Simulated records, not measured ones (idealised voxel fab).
Herein follows the process module entitled voxel lift off.
Section shown: cut. Width: 180 nm. Cell size: 5 nm, square.
When this document writes out a cross-section, it uses a grid of square cells and lists it as bands, beginning at the top and moving down, with a band standing for one or more rows of cells.
Quick guide to a band line: top height, bottom height (nm) up front; then every material left to right with its width in nm. Only one material and it's marked "everywhere"? Then it fills the band edge to edge. And "air" just means empty space.
The reference from which all heights are counted is 0, the level beneath which the as-received wafer is entirely one material; the lowest band, having no lower bound, proceeds downward and is written after the example "0 nm and below".
The two numbers in a width such as "30 to 40" mark its ends across the band: the first belongs to the top row of cells, the second to the bottom row, and from each row to the next the width moves by the same amount.
The designation "remained the same", where it is given for a processing step, indicates that no cell of the cross-section was altered in the course of that step.
Look at "Enclosed cavities" for the closed voids: empty spaces with no open path to the top, sized 8 cells or up. Each is width x height at distance, distance from the left edge, all nm.
It should be noted that, on the line of a given step, the content following the step's settings is a remark produced by the simulator itself with respect to that step.
"overlay nm", when on a step's line for a step with a mask, measures how far to the right of its planned place the mask lay; a negative measure means to the left.
Each pair below shows a cross-section before one step and the cross-section after it, down to the lowest band that changed. The line under each pair gives the step between them, with its settings. The pairs can come from different runs of this module on the same starting wafer, so a pair continues from the pair above only where its "State before" says so.
STATE BEFORE
0 nm and below  Si everywhere
Enclosed cavities: none
POST-STEP SECTION VIEW
10 nm to 0 nm  SiO2 everywhere
Under the height 0 nothing was changed.
Enclosed cavities: none
As a process note, the step between the before and after cross-sections shown above is CONFORMAL_DEP, material SiO2, thk nm 10
State before: it's just the after picture from the pair right above this one.
POST-STEP SECTION VIEW
25 nm to 10 nm  45 nm resist  15 nm air  20 nm resist  15 nm air  20 nm resist  15 nm air  50 nm resist
Under the height 10 nothing was changed.
Enclosed cavities: none
As a process note, the step between the before and after cross-sections shown above is PATTERN, tone open, mask id LINES, material resist, width nm 15, pitch nm 35, thk nm 15, overlay nm 0
State before: it's just the after picture from the pair right above this one.
POST-STEP SECTION VIEW
30 nm to 25 nm  45 nm Ru  15 nm air  20 nm Ru  15 nm air  20 nm Ru  15 nm air  50 nm Ru
25 nm to 15 nm  45 nm resist  15 nm air  20 nm resist  15 nm air  20 nm resist  15 nm air  50 nm resist
15 nm to 10 nm  45 nm resist  15 nm Ru  20 nm resist  15 nm Ru  20 nm resist  15 nm Ru  50 nm resist
Under the height 10 nothing was changed.
Enclosed cavities: none
As a process note, the step between the before and after cross-sections shown above is DIRECTIONAL_DEP, material Ru, thk nm 5
State before: it's just the after picture from the pair right above this one.
POST-STEP SECTION VIEW
15 nm to 10 nm  45 nm air  15 nm Ru  20 nm air  15 nm Ru  20 nm air  15 nm Ru  50 nm air
Under the height 10 nothing was changed.
Enclosed cavities: none
As a process note, the step between the before and after cross-sections shown above is STRIP, etch materials resist
State before: it's just the after picture from the pair right above this one.
POST-STEP SECTION VIEW
25 nm to 20 nm  35 nm air  105 nm SiO2  40 nm air
20 nm to 15 nm  SiO2 everywhere
15 nm to 10 nm  45 nm SiO2  15 nm Ru  20 nm SiO2  15 nm Ru  20 nm SiO2  15 nm Ru  50 nm SiO2
Under the height 10 nothing was changed.
Enclosed cavities: none
As a process note, the step between the before and after cross-sections shown above is CONFORMAL_DEP, material SiO2, thk nm 10
STATE BEFORE
0 nm and below  Si everywhere
Enclosed cavities: none
POST-STEP SECTION VIEW
15 nm to 0 nm  45 nm resist  15 nm air  20 nm resist  15 nm air  20 nm resist  15 nm air  50 nm resist
Under the height 0 nothing was changed.
Enclosed cavities: none
As a process note, the step between the before and after cross-sections shown above is PATTERN, tone open, mask id LINES, material resist, width nm 15, pitch nm 35, thk nm 15, overlay nm 0
State before: it's just the after picture from the pair right above this one.
POST-STEP SECTION VIEW
20 nm to 15 nm  45 nm Ru  15 nm air  20 nm Ru  15 nm air  20 nm Ru  15 nm air  50 nm Ru
15 nm to 5 nm  45 nm resist  15 nm air  20 nm resist  15 nm air  20 nm resist  15 nm air  50 nm resist
5 nm to 0 nm  45 nm resist  15 nm Ru  20 nm resist  15 nm Ru  20 nm resist  15 nm Ru  50 nm resist
Under the height 0 nothing was changed.
Enclosed cavities: none
As a process note, the step between the before and after cross-sections shown above is DIRECTIONAL_DEP, material Ru, thk nm 5
State before: it's just the after picture from the pair right above this one.
POST-STEP SECTION VIEW
5 nm to 0 nm  45 nm air  15 nm Ru  20 nm air  15 nm Ru  20 nm air  15 nm Ru  50 nm air
Under the height 0 nothing was changed.
Enclosed cavities: none
As a process note, the step between the before and after cross-sections shown above is STRIP, etch materials resist
State before: it's just the after picture from the pair right above this one.
POST-STEP SECTION VIEW
15 nm to 10 nm  35 nm air  105 nm SiO2  40 nm air
10 nm to 5 nm  SiO2 everywhere
5 nm to 0 nm  45 nm SiO2  15 nm Ru  20 nm SiO2  15 nm Ru  20 nm SiO2  15 nm Ru  50 nm SiO2
Under the height 0 nothing was changed.
Enclosed cavities: none
As a process note, the step between the before and after cross-sections shown above is CONFORMAL_DEP, material SiO2, thk nm 10
STATE BEFORE
15 nm to 10 nm  45 nm air  15 nm Ru  20 nm air  15 nm Ru  20 nm air  15 nm Ru  50 nm air
10 nm to 0 nm  SiO2 everywhere
0 nm and below  Si everywhere
Enclosed cavities: none
POST-STEP SECTION VIEW
30 nm to 25 nm  30 nm air  115 nm SiO2  35 nm air
25 nm to 15 nm  SiO2 everywhere
15 nm to 10 nm  45 nm SiO2  15 nm Ru  20 nm SiO2  15 nm Ru  20 nm SiO2  15 nm Ru  50 nm SiO2
Under the height 10 nothing was changed.
Enclosed cavities: none
As a process note, the step between the before and after cross-sections shown above is CONFORMAL_DEP, material SiO2, thk nm 15
STATE BEFORE
10 nm to 0 nm  SiO2 everywhere
0 nm and below  Si everywhere
Enclosed cavities: none
POST-STEP SECTION VIEW
25 nm to 10 nm  45 nm resist  20 nm air  15 nm resist  20 nm air  15 nm resist  20 nm air  45 nm resist
Under the height 10 nothing was changed.
Enclosed cavities: none
As a process note, the step between the before and after cross-sections shown above is PATTERN, tone open, mask id LINES, material resist, width nm 20, pitch nm 35, thk nm 15, overlay nm 0
State before: it's just the after picture from the pair right above this one.
POST-STEP SECTION VIEW
30 nm to 25 nm  45 nm Ru  20 nm air  15 nm Ru  20 nm air  15 nm Ru  20 nm air  45 nm Ru
25 nm to 15 nm  45 nm resist  20 nm air  15 nm resist  20 nm air  15 nm resist  20 nm air  45 nm resist
15 nm to 10 nm  45 nm resist  20 nm Ru  15 nm resist  20 nm Ru  15 nm resist  20 nm Ru  45 nm resist
Under the height 10 nothing was changed.
Enclosed cavities: none
As a process note, the step between the before and after cross-sections shown above is DIRECTIONAL_DEP, material Ru, thk nm 5
State before: it's just the after picture from the pair right above this one.
POST-STEP SECTION VIEW
15 nm to 10 nm  45 nm air  20 nm Ru  15 nm air  20 nm Ru  15 nm air  20 nm Ru  45 nm air
Under the height 10 nothing was changed.
Enclosed cavities: none
As a process note, the step between the before and after cross-sections shown above is STRIP, etch materials resist
State before: it's just the after picture from the pair right above this one.
POST-STEP SECTION VIEW
25 nm to 20 nm  35 nm air  110 nm SiO2  35 nm air
20 nm to 15 nm  SiO2 everywhere
15 nm to 10 nm  45 nm SiO2  20 nm Ru  15 nm SiO2  20 nm Ru  15 nm SiO2  20 nm Ru  45 nm SiO2
Under the height 10 nothing was changed.
Enclosed cavities: none
As a process note, the step between the before and after cross-sections shown above is CONFORMAL_DEP, material SiO2, thk nm 10
STATE BEFORE
10 nm to 0 nm  SiO2 everywhere
0 nm and below  Si everywhere
Enclosed cavities: none
POST-STEP SECTION VIEW
25 nm to 10 nm  35 nm resist  15 nm air  20 nm resist  15 nm air  20 nm resist  15 nm air  60 nm resist
Under the height 10 nothing was changed.
Enclosed cavities: none
As a process note, the step between the before and after cross-sections shown above is PATTERN, tone open, mask id LINES, material resist, width nm 15, pitch nm 35, thk nm 15, overlay nm -10
State before: it's just the after picture from the pair right above this one.
POST-STEP SECTION VIEW
30 nm to 25 nm  35 nm Ru  15 nm air  20 nm Ru  15 nm air  20 nm Ru  15 nm air  60 nm Ru
25 nm to 15 nm  35 nm resist  15 nm air  20 nm resist  15 nm air  20 nm resist  15 nm air  60 nm resist
15 nm to 10 nm  35 nm resist  15 nm Ru  20 nm resist  15 nm Ru  20 nm resist  15 nm Ru  60 nm resist
Under the height 10 nothing was changed.
Enclosed cavities: none
As a process note, the step between the before and after cross-sections shown above is DIRECTIONAL_DEP, material Ru, thk nm 5
State before: it's just the after picture from the pair right above this one.
POST-STEP SECTION VIEW
15 nm to 10 nm  35 nm air  15 nm Ru  20 nm air  15 nm Ru  20 nm air  15 nm Ru  60 nm air
Under the height 10 nothing was changed.
Enclosed cavities: none
As a process note, the step between the before and after cross-sections shown above is STRIP, etch materials resist
State before: it's just the after picture from the pair right above this one.
POST-STEP SECTION VIEW
25 nm to 20 nm  25 nm air  105 nm SiO2  50 nm air
20 nm to 15 nm  SiO2 everywhere
15 nm to 10 nm  35 nm SiO2  15 nm Ru  20 nm SiO2  15 nm Ru  20 nm SiO2  15 nm Ru  60 nm SiO2
Under the height 10 nothing was changed.
Enclosed cavities: none
As a process note, the step between the before and after cross-sections shown above is CONFORMAL_DEP, material SiO2, thk nm 10
STATE BEFORE
0 nm and below  Si everywhere
Enclosed cavities: none
POST-STEP SECTION VIEW
10 nm to 0 nm  Ru everywhere
Under the height 0 nothing was changed.
Enclosed cavities: none
As a process note, the step between the before and after cross-sections shown above is CONFORMAL_DEP, material Ru, thk nm 10
State before: it's just the after picture from the pair right above this one.
POST-STEP SECTION VIEW
25 nm to 10 nm  45 nm resist  15 nm air  20 nm resist  15 nm air  20 nm resist  15 nm air  50 nm resist
Under the height 10 nothing was changed.
Enclosed cavities: none
As a process note, the step between the before and after cross-sections shown above is PATTERN, tone open, mask id LINES, material resist, width nm 15, pitch nm 35, thk nm 15, overlay nm 0
State before: it's just the after picture from the pair right above this one.
POST-STEP SECTION VIEW
30 nm to 25 nm  45 nm Ru  15 nm air  20 nm Ru  15 nm air  20 nm Ru  15 nm air  50 nm Ru
25 nm to 15 nm  45 nm resist  15 nm air  20 nm resist  15 nm air  20 nm resist  15 nm air  50 nm resist
15 nm to 10 nm  45 nm resist  15 nm Ru  20 nm resist  15 nm Ru  20 nm resist  15 nm Ru  50 nm resist
Under the height 10 nothing was changed.
Enclosed cavities: none
As a process note, the step between the before and after cross-sections shown above is DIRECTIONAL_DEP, material Ru, thk nm 5
State before: it's just the after picture from the pair right above this one.
POST-STEP SECTION VIEW
15 nm to 10 nm  45 nm air  15 nm Ru  20 nm air  15 nm Ru  20 nm air  15 nm Ru  50 nm air
Under the height 10 nothing was changed.
Enclosed cavities: none
As a process note, the step between the before and after cross-sections shown above is STRIP, etch materials resist
State before: it's just the after picture from the pair right above this one.
POST-STEP SECTION VIEW
25 nm to 20 nm  35 nm air  105 nm SiO2  40 nm air
20 nm to 15 nm  SiO2 everywhere
15 nm to 10 nm  45 nm SiO2  15 nm Ru  20 nm SiO2  15 nm Ru  20 nm SiO2  15 nm Ru  50 nm SiO2
Under the height 10 nothing was changed.
Enclosed cavities: none
As a process note, the step between the before and after cross-sections shown above is CONFORMAL_DEP, material SiO2, thk nm 10
STATE BEFORE
10 nm to 0 nm  SiO2 everywhere
0 nm and below  Si everywhere
Enclosed cavities: none
POST-STEP SECTION VIEW
25 nm to 10 nm  45 nm air  15 nm resist  20 nm air  15 nm resist  20 nm air  15 nm resist  50 nm air
Under the height 10 nothing was changed.
Enclosed cavities: none
As a process note, the step between the before and after cross-sections shown above is PATTERN, tone cover, mask id LINES, material resist, width nm 15, pitch nm 35, thk nm 15, overlay nm 0
State before: it's just the after picture from the pair right above this one.
POST-STEP SECTION VIEW
30 nm to 25 nm  45 nm air  15 nm Ru  20 nm air  15 nm Ru  20 nm air  15 nm Ru  50 nm air
25 nm to 15 nm  45 nm air  15 nm resist  20 nm air  15 nm resist  20 nm air  15 nm resist  50 nm air
15 nm to 10 nm  45 nm Ru  15 nm resist  20 nm Ru  15 nm resist  20 nm Ru  15 nm resist  50 nm Ru
Under the height 10 nothing was changed.
Enclosed cavities: none
As a process note, the step between the before and after cross-sections shown above is DIRECTIONAL_DEP, material Ru, thk nm 5
State before: it's just the after picture from the pair right above this one.
POST-STEP SECTION VIEW
15 nm to 10 nm  45 nm Ru  15 nm air  20 nm Ru  15 nm air  20 nm Ru  15 nm air  50 nm Ru
Under the height 10 nothing was changed.
Enclosed cavities: none
As a process note, the step between the before and after cross-sections shown above is STRIP, etch materials resist
State before: it's just the after picture from the pair right above this one.
POST-STEP SECTION VIEW
25 nm to 15 nm  SiO2 everywhere
15 nm to 10 nm  45 nm Ru  15 nm SiO2  20 nm Ru  15 nm SiO2  20 nm Ru  15 nm SiO2  50 nm Ru
Under the height 10 nothing was changed.
Enclosed cavities: none
As a process note, the step between the before and after cross-sections shown above is CONFORMAL_DEP, material SiO2, thk nm 10
